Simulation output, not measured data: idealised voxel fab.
Process module under the name voxel gate over fins
The width of the displayed cross-section, cut, is 175 nm; its cells are square, with a size of 5 nm.
Square cells in a grid make up a cross-section in this document, and the grid is given as bands, listed from the top down, each one or more rows of cells.
Basically the band line says how high the top is and how high the bottom is, in nm, and then what's in it from left to right, every material with its width in nm. Empty space shows up as "blank", and if a single material carries "throughout" it runs the full band edge to edge.
Heights are measured from 0, the level below which the as-received wafer is all one material; the lowest band has no bottom and continues downward, written as in "top 0, no bottom".
Per-row width for "30->40": begins at first number (top row of band), ends at second number (bottom row), increment between rows held constant.
Any step labelled "no modifications" changed none of the cells in the cross-section.
What "Entrapped void list" gives you is every empty space of 8 cells or more that is cut off from the top. Each appears as width x height at distance, with the distance taken from the left edge and width, height and distance all in nm.
Read whatever lies past the settings on a step's line as the simulator's own remark about the step.
For masked steps, "overlay nm" on the step line gives how far right of plan the mask actually lay; a minus sign means it lay to the left.
[The following list gives the planned process steps]
1 RECEIVE: material Si
2 CONFORMAL_DEP: material SiN, thk nm 10
3 PATTERN: tone cover, mask id FINS, material resist, width nm 15, pitch nm 35, thk nm 15, overlay nm 0
4 DIRECTIONAL_ETCH: etch materials SiN, depth nm 10
5 DIRECTIONAL_ETCH: etch materials Si, depth nm 30
6 STRIP: etch materials resist
7 OXIDIZE: depth nm 5
8 FILL_DEP: material SiO2, thk nm 10
9 CMP: height nm 10
10 SELECTIVE_ETCH: etch materials SiO2, depth nm 20
11 STRIP: etch materials SiN
12 CONFORMAL_DEP: material HfO2, thk nm 5
13 CONFORMAL_DEP: material TiN, thk nm 5
14 CONFORMAL_DEP: material TiAl, thk nm 5
15 CONFORMAL_DEP: material TiN, thk nm 5
16 FILL_DEP: material W, thk nm 15
17 CMP: height nm 30
18 CONFORMAL_DEP: material SiN, thk nm 5
[The cross-section here shows the wafer as received, i.e. in its state after step 1]
top 0, no bottom  Si throughout
Entrapped void list: none
[The first of two wafers, cross-sectioned at the end of the module, with the run proceeding as planned]
top 35, bottom 30  SiN throughout
top 30, bottom 20  W throughout
top 20, bottom 15  W: 10 / TiN: 150 / W: 15
top 15, bottom 10  W: 10 / TiN: 5 / TiAl: 140 / TiN: 5 / W: 15
top 10, bottom 5  TiN: 15 / TiAl: 5 / TiN: 25 / TiAl: 10 / TiN: 25 / TiAl: 10 / TiN: 25 / TiAl: 10 / TiN: 25 / TiAl: 5 / TiN: 20
top 5, bottom 0  TiAl: 20 / TiN: 5 / HfO2: 15 / TiN: 5 / TiAl: 10 / TiN: 5 / HfO2: 15 / TiN: 5 / TiAl: 10 / TiN: 5 / HfO2: 15 / TiN: 5 / TiAl: 10 / TiN: 5 / HfO2: 15 / TiN: 5 / TiAl: 25
top 0, bottom -5  TiN: 25 / HfO2: 5 / Si: 5 / HfO2: 5 / TiN: 20 / HfO2: 5 / Si: 5 / HfO2: 5 / TiN: 20 / HfO2: 5 / Si: 5 / HfO2: 5 / TiN: 20 / HfO2: 5 / Si: 5 / HfO2: 5 / TiN: 30
top -5, bottom -10  HfO2: 30 / Si: 5 / HfO2: 30 / Si: 5 / HfO2: 30 / Si: 5 / HfO2: 30 / Si: 5 / HfO2: 35
top -10, bottom -35  SiO2: 30 / Si: 5 / SiO2: 30 / Si: 5 / SiO2: 30 / Si: 5 / SiO2: 30 / Si: 5 / SiO2: 35
top -35, no bottom  Si throughout
Entrapped void list: none
[Wafer two, sectioned after the module: the first wafer's start, the first wafer's plan, and one mistake in how it was run]
top 35, bottom 30  SiN throughout
top 30, bottom 20  W throughout
top 20, bottom 15  W: 10 / TiN: 155 / W: 10
top 15, bottom 10  W: 10 / TiN: 5 / TiAl: 145 / TiN: 5 / W: 10
top 10, bottom 5  TiN: 15 / TiAl: 5 / TiN: 30 / TiAl: 5 / TiN: 30 / TiAl: 5 / TiN: 30 / TiAl: 5 / TiN: 30 / TiAl: 5 / TiN: 15
top 5, bottom 0  TiAl: 20 / TiN: 5 / HfO2: 20 / TiN: 5 / TiAl: 5 / TiN: 5 / HfO2: 20 / TiN: 5 / TiAl: 5 / TiN: 5 / HfO2: 20 / TiN: 5 / TiAl: 5 / TiN: 5 / HfO2: 20 / TiN: 5 / TiAl: 20
top 0, bottom -5  TiN: 25 / HfO2: 5 / Si: 10 / HfO2: 5 / TiN: 15 / HfO2: 5 / Si: 10 / HfO2: 5 / TiN: 15 / HfO2: 5 / Si: 10 / HfO2: 5 / TiN: 15 / HfO2: 5 / Si: 10 / HfO2: 5 / TiN: 25
top -5, bottom -10  HfO2: 30 / Si: 10 / HfO2: 25 / Si: 10 / HfO2: 25 / Si: 10 / HfO2: 25 / Si: 10 / HfO2: 30
top -10, bottom -35  SiO2: 30 / Si: 10 / SiO2: 25 / Si: 10 / SiO2: 25 / Si: 10 / SiO2: 25 / Si: 10 / SiO2: 30
top -35, no bottom  Si throughout
Entrapped void list: none
What was done differently from what was planned? step 3: run off-plan, actual operation and settings PATTERN: tone cover, mask id FINS, material resist, width nm 20, pitch nm 35, thk nm 15, overlay nm 0
Materials where the second wafer ends with more or fewer cells than the first: Si: 28 more, SiO2: 20 fewer, TiAl: 6 fewer, W: 2 fewer
